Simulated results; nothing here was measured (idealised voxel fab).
Title: Process Module voxel lift off
Pictured: cross-section cut, 295 nm wide, on a grid of 5 nm square cells.
Cross-section, as written here: a square-cell grid given band by band from the top down, where a band holds one or more rows of cells. It is stipulated that each band's entry specify, in nanometres, the height of the top of the band and then that of its bottom, followed by the materials of the band in left-to-right sequence, each together with its width in nanometres. A single material marked by the word "full width" is understood to fill the band from edge to edge; the word "air" is understood to denote empty space. It should be noted that heights are counted from 0, beneath which the wafer as supplied is of one material throughout, and that the lowest band possesses no lower boundary but continues downward, as written in "0 and below". Top row gets the first number, bottom row gets the second, and each row in between changes by the same step: that is how a band width like "30..40" works. When a step is marked "left unchanged", none of the cells in the cross-section changed during that step. Closed-off voids of 8+ cells (no open route to the top) go in "Closed void catalog", written width x height at distance from the left edge, in nm. The remark found on a step's line after its settings is issued by the simulator itself and pertains to that step. "overlay nm" denotes, for a step that has a mask, the displacement of the mask to the right of its planned place, with negative values corresponding to the left.

Steps in the process plan
1. RECEIVE with material Si
2. CONFORMAL_DEP with material SiN, thk nm 5
3. PATTERN with tone open, mask id LINES, material resist, width nm 30, pitch nm 50, thk nm 20, overlay nm 0
4. DIRECTIONAL_DEP with material Ru, thk nm 10
5. STRIP with etch materials resist
6. CONFORMAL_DEP with material SiN, thk nm 10

Below: the first of two wafers, run as planned

As-received state of the wafer in cross-section, equivalent to post-step 1
	0 and below: Si full width
	Closed void catalog: none

Upon completion of step 2, the wafer appears in cross-section as shown
	5 down to 0: SiN full width
	Unchanged below 0.

Upon completion of step 3, the wafer appears in cross-section as shown
	25 down to 5: resist=55 / air=30 / resist=20 / air=30 / resist=20 / air=30 / resist=20 / air=30 / resist=60
	Unchanged below 5.

Upon completion of step 4, the wafer appears in cross-section as shown
	35 down to 25: Ru=55 / air=30 / Ru=20 / air=30 / Ru=20 / air=30 / Ru=20 / air=30 / Ru=60
	25 down to 15: resist=55 / air=30 / resist=20 / air=30 / resist=20 / air=30 / resist=20 / air=30 / resist=60
	15 down to 5: resist=55 / Ru=30 / resist=20 / Ru=30 / resist=20 / Ru=30 / resist=20 / Ru=30 / resist=60
	Unchanged below 5.

Upon completion of step 5, the wafer appears in cross-section as shown
	15 down to 5: air=55 / Ru=30 / air=20 / Ru=30 / air=20 / Ru=30 / air=20 / Ru=30 / air=60
	Unchanged below 5.

Upon completion of step 6, the wafer appears in cross-section as shown
	25 down to 15: air=45 / SiN=200 / air=50
	15 down to 5: SiN=55 / Ru=30 / SiN=20 / Ru=30 / SiN=20 / Ru=30 / SiN=20 / Ru=30 / SiN=60
	Unchanged below 5.

The second wafer was prepared from the same starting point and under the same plan as the first; its processing contained one mistake, and it remains indistinguishable from the first wafer up to and including step 2

Cross-section of the second wafer at the time step 3 of the plan should have ended
	25 down to 5: resist=60 / air=20 / resist=30 / air=20 / resist=30 / air=20 / resist=30 / air=20 / resist=65
	Unchanged below 5.

Cross-section of the second wafer at the time step 4 of the plan should have ended
	35 down to 25: Ru=60 / air=20 / Ru=30 / air=20 / Ru=30 / air=20 / Ru=30 / air=20 / Ru=65
	25 down to 15: resist=60 / air=20 / resist=30 / air=20 / resist=30 / air=20 / resist=30 / air=20 / resist=65
	15 down to 5: resist=60 / Ru=20 / resist=30 / Ru=20 / resist=30 / Ru=20 / resist=30 / Ru=20 / resist=65
	Unchanged below 5.

Cross-section of the second wafer at the time step 5 of the plan should have ended
	15 down to 5: air=60 / Ru=20 / air=30 / Ru=20 / air=30 / Ru=20 / air=30 / Ru=20 / air=65
	Unchanged below 5.

Cross-section of the second wafer at the time step 6 of the plan should have ended
	25 down to 15: air=50 / SiN=40 / air=10 / SiN=40 / air=10 / SiN=40 / air=10 / SiN=40 / air=55
	15 down to 5: SiN=60 / Ru=20 / SiN=30 / Ru=20 / SiN=30 / Ru=20 / SiN=30 / Ru=20 / SiN=65
	Unchanged below 5.
The mistake made against the process plan was this: note that step 3 departed from the planned setting and was carried out as PATTERN with tone open, mask id LINES, material resist, width nm 20, pitch nm 50, thk nm 20, overlay nm 0
Materials where the second wafer ends with more or fewer cells than the first: Ru -16
